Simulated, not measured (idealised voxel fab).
Process module name: voxel self aligned contacts
Cross-sectional view cut (width: 195 nm; square cell size: 5 nm).
Think of the cross-section as a grid of square cells. We describe it in bands, top to bottom, and each band covers one or more rows of those cells. What a band's entry tells you: where the top is and where the bottom is, as heights in nm, and after that what lies inside, material by material from left to right, each with its width in nm. Empty space is written as the word "empty", and a single material marked with the word "full width" occupies the band from edge to edge. Heights are expressed relative to 0, this being the level below which the as-received wafer comprises one material exclusively. The lowest band is unbounded in the downward direction and is denoted as in "0 down". A width given as "30 to 40" starts at the first number in the band's top row and ends at the second number in its bottom row, shifting by an equal amount at every step from row to row. When a step is marked "identical to before", none of the cells in the cross-section changed during that step. "Listed closed voids" - sealed voids, min. 8 cells, no opening to top; format: width x height at distance (distance from left edge; nm throughout). Text after the settings on a step's line: the simulator's own remark on that step. "overlay nm" denotes, for a step that has a mask, the displacement of the mask to the right of its planned place, with negative values corresponding to the left. So the way this works: pairs, before and after one process step. The after picture only goes down to the lowest band that actually changed, nothing below. Step and its settings are under each pair. And watch out, pairs might come from different runs of this module, same starting wafer though, so a pair only follows on from the one above if its "Pre-step profile" entry tells you so.

[Pre-step profile]
    50 to 40  SiO2 full width
    40 to 25  SiO2 40, SiN 50, SiO2 15, SiN 50, SiO2 40
    25 to 5  SiO2 40, SiN 5, polySi 40, SiN 5, SiO2 15, SiN 5, polySi 40, SiN 5, SiO2 40
    5 to 0  SiO2 full width
    0 down  Si full width
    Listed closed voids: none

[Section, Post-Step]
    70 to 50  resist 75, empty 45, resist 75
    At heights below 50, the structure remains unaltered.
    Listed closed voids: none
The step that takes the structure from the upper cross-section to the lower one is PATTERN [tone open] [mask id CONTACT] [material resist] [width nm 45] [thk nm 20] [overlay nm 0]

Pre-step profile: we pick up right where the pair above leaves off, with its after cross-section.

[Section, Post-Step]
    70 to 50  resist 75, empty 45, resist 75
    50 to 40  SiO2 75, empty 45, SiO2 75
    40 to 25  SiO2 40, SiN 50, empty 15, SiN 50, SiO2 40
    25 to 5  SiO2 40, SiN 5, polySi 40, SiN 5, empty 15, SiN 5, polySi 40, SiN 5, SiO2 40
    5 to 0  SiO2 90, empty 15, SiO2 90
    At heights below 0, the structure remains unaltered.
    Listed closed voids: none
The step that takes the structure from the upper cross-section to the lower one is DIRECTIONAL_ETCH [etch materials SiO2] [depth nm 50]

Pre-step profile: we pick up right where the pair above leaves off, with its after cross-section.

[Section, Post-Step]
    50 to 40  SiO2 75, empty 45, SiO2 75
    At heights below 40, the structure remains unaltered.
    Listed closed voids: none
The step that takes the structure from the upper cross-section to the lower one is STRIP [etch materials resist]

Pre-step profile: we pick up right where the pair above leaves off, with its after cross-section.

[Section, Post-Step]
    55 to 50  TiN 80, empty 35, TiN 80
    50 to 40  SiO2 75, TiN 5 to 20, empty 35 to 5, TiN 5 to 20, SiO2 75
    40 to 25  SiO2 40, SiN 50, TiN 5, empty 5, TiN 5, SiN 50, SiO2 40
    25 to 5  SiO2 40, SiN 5, polySi 40, SiN 5, TiN 5, empty 5, TiN 5, SiN 5, polySi 40, SiN 5, SiO2 40
    5 to 0  SiO2 90, TiN 15, SiO2 90
    At heights below 0, the structure remains unaltered.
    Listed closed voids: none
The step that takes the structure from the upper cross-section to the lower one is CONFORMAL_DEP [material TiN] [thk nm 5]

Pre-step profile: we pick up right where the pair above leaves off, with its after cross-section.

[Section, Post-Step]
    60 to 55  Ru full width
    55 to 50  TiN 80, Ru 35, TiN 80
    50 to 40  SiO2 75, TiN 5 to 20, Ru 35 to 5, TiN 5 to 20, SiO2 75
    40 to 25  SiO2 40, SiN 50, TiN 5, Ru 5, TiN 5, SiN 50, SiO2 40
    25 to 5  SiO2 40, SiN 5, polySi 40, SiN 5, TiN 5, Ru 5, TiN 5, SiN 5, polySi 40, SiN 5, SiO2 40
    At heights below 5, the structure remains unaltered.
    Listed closed voids: none
The step that takes the structure from the upper cross-section to the lower one is FILL_DEP [material Ru] [thk nm 5]

Pre-step profile: we pick up right where the pair above leaves off, with its after cross-section.

[Section, Post-Step]
    50 to 40  SiO2 75, TiN 5 to 20, Ru 35 to 5, TiN 5 to 20, SiO2 75
    At heights below 40, the structure remains unaltered.
    Listed closed voids: none
The step that takes the structure from the upper cross-section to the lower one is CMP [height nm 50]

Pre-step profile: we pick up right where the pair above leaves off, with its after cross-section.

[Section, Post-Step]
    55 to 50  SiCN full width
    At heights below 50, the structure remains unaltered.
    Listed closed voids: none
The step that takes the structure from the upper cross-section to the lower one is CONFORMAL_DEP [material SiCN] [thk nm 5]

[Pre-step profile]
    40 to 25  SiN full width
    25 to 5  polySi full width
    5 to 0  SiO2 full width
    0 down  Si full width
    Listed closed voids: none

[Section, Post-Step]
    55 to 40  empty 60, resist 30, empty 35, resist 30, empty 40
    At heights below 40, the structure remains unaltered.
    Listed closed voids: none
The step that takes the structure from the upper cross-section to the lower one is PATTERN [tone cover] [mask id GATE] [material resist] [width nm 30] [pitch nm 65] [thk nm 15] [overlay nm 10]

Pre-step profile: we pick up right where the pair above leaves off, with its after cross-section.

[Section, Post-Step]
    55 to 40  empty 60, resist 30, empty 35, resist 30, empty 40
    40 to 25  empty 60, SiN 30, empty 35, SiN 30, empty 40
    At heights below 25, the structure remains unaltered.
    Listed closed voids: none
The step that takes the structure from the upper cross-section to the lower one is DIRECTIONAL_ETCH [etch materials SiN] [depth nm 15]

Pre-step profile: we pick up right where the pair above leaves off, with its after cross-section.

[Section, Post-Step]
    55 to 40  empty 60, resist 30, empty 35, resist 30, empty 40
    40 to 25  empty 60, SiN 30, empty 35, SiN 30, empty 40
    25 to 5  empty 60, polySi 30, empty 35, polySi 30, empty 40
    At heights below 5, the structure remains unaltered.
    Listed closed voids: none
The step that takes the structure from the upper cross-section to the lower one is DIRECTIONAL_ETCH [etch materials polySi] [depth nm 20]

Pre-step profile: we pick up right where the pair above leaves off, with its after cross-section.

[Section, Post-Step]
    40 to 25  empty 60, SiN 30, empty 35, SiN 30, empty 40
    At heights below 25, the structure remains unaltered.
    Listed closed voids: none
The step that takes the structure from the upper cross-section to the lower one is STRIP [etch materials resist]

Pre-step profile: we pick up right where the pair above leaves off, with its after cross-section.

[Section, Post-Step]
    45 to 25  empty 55, SiN 40, empty 25, SiN 40, empty 35
    25 to 10  empty 55, SiN 5, polySi 30, SiN 5, empty 25, SiN 5, polySi 30, SiN 5, empty 35
    10 to 5  SiN 60, polySi 30, SiN 35, polySi 30, SiN 40
    At heights below 5, the structure remains unaltered.
    Listed closed voids: none
The step that takes the structure from the upper cross-section to the lower one is CONFORMAL_DEP [material SiN] [thk nm 5]

Pre-step profile: we pick up right where the pair above leaves off, with its after cross-section.

[Section, Post-Step]
    40 to 25  empty 55, SiN 40, empty 25, SiN 40, empty 35
    25 to 5  empty 55, SiN 5, polySi 30, SiN 5, empty 25, SiN 5, polySi 30, SiN 5, empty 35
    At heights below 5, the structure remains unaltered.
    Listed closed voids: none
The step that takes the structure from the upper cross-section to the lower one is DIRECTIONAL_ETCH [etch materials SiN] [depth nm 5]

Pre-step profile: we pick up right where the pair above leaves off, with its after cross-section.

[Section, Post-Step]
    55 to 40  SiO2 full width
    40 to 25  SiO2 55, SiN 40, SiO2 25, SiN 40, SiO2 35
    25 to 5  SiO2 55, SiN 5, polySi 30, SiN 5, SiO2 25, SiN 5, polySi 30, SiN 5, SiO2 35
    At heights below 5, the structure remains unaltered.
    Listed closed voids: none
The step that takes the structure from the upper cross-section to the lower one is FILL_DEP [material SiO2] [thk nm 15]

Pre-step profile: we pick up right where the pair above leaves off, with its after cross-section.

[Section, Post-Step]
    50 to 40  SiO2 full width
    At heights below 40, the structure remains unaltered.
    Listed closed voids: none
The step that takes the structure from the upper cross-section to the lower one is CMP [height nm 50]

Pre-step profile: we pick up right where the pair above leaves off, with its after cross-section.

[Section, Post-Step]
    70 to 50  resist 75, empty 45, resist 75
    At heights below 50, the structure remains unaltered.
    Listed closed voids: none
The step that takes the structure from the upper cross-section to the lower one is PATTERN [tone open] [mask id CONTACT] [material resist] [width nm 45] [thk nm 20] [overlay nm 0]

Pre-step profile: we pick up right where the pair above leaves off, with its after cross-section.

[Section, Post-Step]
    70 to 50  resist 75, empty 45, resist 75
    50 to 40  SiO2 75, empty 45, SiO2 75
    40 to 25  SiO2 55, SiN 40, empty 25, SiN 40, SiO2 35
    25 to 5  SiO2 55, SiN 5, polySi 30, SiN 5, empty 25, SiN 5, polySi 30, SiN 5, SiO2 35
    5 to 0  SiO2 95, empty 25, SiO2 75
    At heights below 0, the structure remains unaltered.
    Listed closed voids: none
The step that takes the structure from the upper cross-section to the lower one is DIRECTIONAL_ETCH [etch materials SiO2] [depth nm 50]

Pre-step profile: we pick up right where the pair above leaves off, with its after cross-section.

[Section, Post-Step]
    50 to 40  SiO2 75, empty 45, SiO2 75
    At heights below 40, the structure remains unaltered.
    Listed closed voids: none
The step that takes the structure from the upper cross-section to the lower one is STRIP [etch materials resist]

Pre-step profile: we pick up right where the pair above leaves off, with its after cross-section.

[Section, Post-Step]
    55 to 50  TiN 80, empty 35, TiN 80
    50 to 40  SiO2 75, TiN 5 to 25, empty 35 to 15, TiN 5, SiO2 75
    40 to 25  SiO2 55, SiN 40, TiN 5, empty 15, TiN 5, SiN 40, SiO2 35
    25 to 5  SiO2 55, SiN 5, polySi 30, SiN 5, TiN 5, empty 15, TiN 5, SiN 5, polySi 30, SiN 5, SiO2 35
    5 to 0  SiO2 95, TiN 25, SiO2 75
    At heights below 0, the structure remains unaltered.
    Listed closed voids: none
The step that takes the structure from the upper cross-section to the lower one is CONFORMAL_DEP [material TiN] [thk nm 5]

Pre-step profile: we pick up right where the pair above leaves off, with its after cross-section.

[Section, Post-Step]
    60 to 55  Ru full width
    55 to 50  TiN 80, Ru 35, TiN 80
    50 to 40  SiO2 75, TiN 5 to 25, Ru 35 to 15, TiN 5, SiO2 75
    40 to 25  SiO2 55, SiN 40, TiN 5, Ru 15, TiN 5, SiN 40, SiO2 35
    25 to 5  SiO2 55, SiN 5, polySi 30, SiN 5, TiN 5, Ru 15, TiN 5, SiN 5, polySi 30, SiN 5, SiO2 35
    At heights below 5, the structure remains unaltered.
    Listed closed voids: none
The step that takes the structure from the upper cross-section to the lower one is FILL_DEP [material Ru] [thk nm 5]

Pre-step profile: we pick up right where the pair above leaves off, with its after cross-section.

[Section, Post-Step]
    50 to 40  SiO2 75, TiN 5 to 25, Ru 35 to 15, TiN 5, SiO2 75
    At heights below 40, the structure remains unaltered.
    Listed closed voids: none
The step that takes the structure from the upper cross-section to the lower one is CMP [height nm 50]

Pre-step profile: we pick up right where the pair above leaves off, with its after cross-section.

[Section, Post-Step]
    55 to 50  SiCN full width
    At heights below 50, the structure remains unaltered.
    Listed closed voids: none
The step that takes the structure from the upper cross-section to the lower one is CONFORMAL_DEP [material SiCN] [thk nm 5]

[Pre-step profile]
    25 to 5  polySi full width
    5 to 0  SiO2 full width
    0 down  Si full width
    Listed closed voids: none

[Section, Post-Step]
    40 to 25  TiN full width
    At heights below 25, the structure remains unaltered.
    Listed closed voids: none
The step that takes the structure from the upper cross-section to the lower one is DIRECTIONAL_DEP [material TiN] [thk nm 15]

Pre-step profile: we pick up right where the pair above leaves off, with its after cross-section.

[Section, Post-Step]
    55 to 40  empty 50, resist 30, empty 35, resist 30, empty 50
    At heights below 40, the structure remains unaltered.
    Listed closed voids: none
The step that takes the structure from the upper cross-section to the lower one is PATTERN [tone cover] [mask id GATE] [material resist] [width nm 30] [pitch nm 65] [thk nm 15] [overlay nm 0]

Pre-step profile: we pick up right where the pair above leaves off, with its after cross-section.

[Section, Post-Step]
    40 to 25  TiN full width
    At heights below 25, the structure remains unaltered.
    Listed closed voids: none
The step that takes the structure from the upper cross-section to the lower one is STRIP [etch materials resist]

Pre-step profile: we pick up right where the pair above leaves off, with its after cross-section.

[Section, Post-Step]
    45 to 40  SiN full width
    At heights below 40, the structure remains unaltered.
    Listed closed voids: none
The step that takes the structure from the upper cross-section to the lower one is CONFORMAL_DEP [material SiN] [thk nm 5]

Pre-step profile: we pick up right where the pair above leaves off, with its after cross-section.

[Section, Post-Step]
    40 to 25  TiN full width
    At heights below 25, the structure remains unaltered.
    Listed closed voids: none
The step that takes the structure from the upper cross-section to the lower one is DIRECTIONAL_ETCH [etch materials SiN] [depth nm 5]

Pre-step profile: we pick up right where the pair above leaves off, with its after cross-section.

[Section, Post-Step]
    55 to 40  SiO2 full width
    At heights below 40, the structure remains unaltered.
    Listed closed voids: none
The step that takes the structure from the upper cross-section to the lower one is FILL_DEP [material SiO2] [thk nm 15]

Pre-step profile: we pick up right where the pair above leaves off, with its after cross-section.

[Section, Post-Step]
    50 to 40  SiO2 full width
    At heights below 40, the structure remains unaltered.
    Listed closed voids: none
The step that takes the structure from the upper cross-section to the lower one is CMP [height nm 50]

Pre-step profile: we pick up right where the pair above leaves off, with its after cross-section.

[Section, Post-Step]
    70 to 50  resist 75, empty 45, resist 75
    At heights below 50, the structure remains unaltered.
    Listed closed voids: none
The step that takes the structure from the upper cross-section to the lower one is PATTERN [tone open] [mask id CONTACT] [material resist] [width nm 45] [thk nm 20] [overlay nm 0]

Pre-step profile: we pick up right where the pair above leaves off, with its after cross-section.

[Section, Post-Step]
    70 to 50  resist 75, empty 45, resist 75
    50 to 40  SiO2 75, empty 45, SiO2 75
    At heights below 40, the structure remains unaltered.
    Listed closed voids: none
The step that takes the structure from the upper cross-section to the lower one is DIRECTIONAL_ETCH [etch materials SiO2] [depth nm 50]

Pre-step profile: we pick up right where the pair above leaves off, with its after cross-section.

[Section, Post-Step]
    50 to 40  SiO2 75, empty 45, SiO2 75
    At heights below 40, the structure remains unaltered.
    Listed closed voids: none
The step that takes the structure from the upper cross-section to the lower one is STRIP [etch materials resist]

Pre-step profile: we pick up right where the pair above leaves off, with its after cross-section.

[Section, Post-Step]
    55 to 50  TiN 80, empty 35, TiN 80
    50 to 45  SiO2 75, TiN 5, empty 35, TiN 5, SiO2 75
    45 to 40  SiO2 75, TiN 45, SiO2 75
    At heights below 40, the structure remains unaltered.
    Listed closed voids: none
The step that takes the structure from the upper cross-section to the lower one is CONFORMAL_DEP [material TiN] [thk nm 5]

Pre-step profile: we pick up right where the pair above leaves off, with its after cross-section.

[Section, Post-Step]
    60 to 55  Ru full width
    55 to 50  TiN 80, Ru 35, TiN 80
    50 to 45  SiO2 75, TiN 5, Ru 35, TiN 5, SiO2 75
    At heights below 45, the structure remains unaltered.
    Listed closed voids: none
The step that takes the structure from the upper cross-section to the lower one is FILL_DEP [material Ru] [thk nm 5]

Pre-step profile: we pick up right where the pair above leaves off, with its after cross-section.

[Section, Post-Step]
    50 to 45  SiO2 75, TiN 5, Ru 35, TiN 5, SiO2 75
    At heights below 45, the structure remains unaltered.
    Listed closed voids: none
The step that takes the structure from the upper cross-section to the lower one is CMP [height nm 50]

Pre-step profile: we pick up right where the pair above leaves off, with its after cross-section.

[Section, Post-Step]
    55 to 50  SiCN full width
    At heights below 50, the structure remains unaltered.
    Listed closed voids: none
The step that takes the structure from the upper cross-section to the lower one is CONFORMAL_DEP [material SiCN] [thk nm 5]

[Pre-step profile]
    50 to 40  SiO2 full width
    40 to 25  SiO2 45, SiN 40, SiO2 25, SiN 40, SiO2 45
    25 to 5  SiO2 45, SiN 5, polySi 30, SiN 5, SiO2 25, SiN 5, polySi 30, SiN 5, SiO2 45
    5 to 0  SiO2 full width
    0 down  Si full width
    Listed closed voids: none

[Section, Post-Step]
    70 to 50  empty 75, resist 45, empty 75
    At heights below 50, the structure remains unaltered.
    Listed closed voids: none
The step that takes the structure from the upper cross-section to the lower one is PATTERN [tone cover] [mask id CONTACT] [material resist] [width nm 45] [thk nm 20] [overlay nm 0]

Pre-step profile: we pick up right where the pair above leaves off, with its after cross-section.

[Section, Post-Step]
    70 to 50  empty 75, resist 45, empty 75
    50 to 40  empty 75, SiO2 45, empty 75
    40 to 25  empty 45, SiN 40, SiO2 25, SiN 40, empty 45
    25 to 5  empty 45, SiN 5, polySi 30, SiN 5, SiO2 25, SiN 5, polySi 30, SiN 5, empty 45
    5 to 0  empty 45, SiO2 105, empty 45
    At heights below 0, the structure remains unaltered.
    Listed closed voids: none
The step that takes the structure from the upper cross-section to the lower one is DIRECTIONAL_ETCH [etch materials SiO2] [depth nm 50]

Pre-step profile: we pick up right where the pair above leaves off, with its after cross-section.

[Section, Post-Step]
    50 to 40  empty 75, SiO2 45, empty 75
    At heights below 40, the structure remains unaltered.
    Listed closed voids: none
The step that takes the structure from the upper cross-section to the lower one is STRIP [etch materials resist]

Pre-step profile: we pick up right where the pair above leaves off, with its after cross-section.

[Section, Post-Step]
    55 to 50  empty 70, TiN 55, empty 70
    50 to 40  empty 70 to 40, TiN 5 to 35, SiO2 45, TiN 5 to 35, empty 70 to 40
    40 to 25  empty 40, TiN 5, SiN 40, SiO2 25, SiN 40, TiN 5, empty 40
    25 to 5  empty 40, TiN 5, SiN 5, polySi 30, SiN 5, SiO2 25, SiN 5, polySi 30, SiN 5, TiN 5, empty 40
    5 to 0  TiN 45, SiO2 105, TiN 45
    At heights below 0, the structure remains unaltered.
    Listed closed voids: none
The step that takes the structure from the upper cross-section to the lower one is CONFORMAL_DEP [material TiN] [thk nm 5]

Pre-step profile: we pick up right where the pair above leaves off, with its after cross-section.

[Section, Post-Step]
    60 to 55  Ru full width
    55 to 50  Ru 70, TiN 55, Ru 70
    50 to 40  Ru 70 to 40, TiN 5 to 35, SiO2 45, TiN 5 to 35, Ru 70 to 40
    40 to 25  Ru 40, TiN 5, SiN 40, SiO2 25, SiN 40, TiN 5, Ru 40
    25 to 5  Ru 40, TiN 5, SiN 5, polySi 30, SiN 5, SiO2 25, SiN 5, polySi 30, SiN 5, TiN 5, Ru 40
    At heights below 5, the structure remains unaltered.
    Listed closed voids: none
The step that takes the structure from the upper cross-section to the lower one is FILL_DEP [material Ru] [thk nm 5]

Pre-step profile: we pick up right where the pair above leaves off, with its after cross-section.

[Section, Post-Step]
    50 to 40  Ru 70 to 40, TiN 5 to 35, SiO2 45, TiN 5 to 35, Ru 70 to 40
    At heights below 40, the structure remains unaltered.
    Listed closed voids: none
The step that takes the structure from the upper cross-section to the lower one is CMP [height nm 50]

Pre-step profile: we pick up right where the pair above leaves off, with its after cross-section.

[Section, Post-Step]
    55 to 50  SiCN full width
    At heights below 50, the structure remains unaltered.
    Listed closed voids: none
The step that takes the structure from the upper cross-section to the lower one is CONFORMAL_DEP [material SiCN] [thk nm 5]
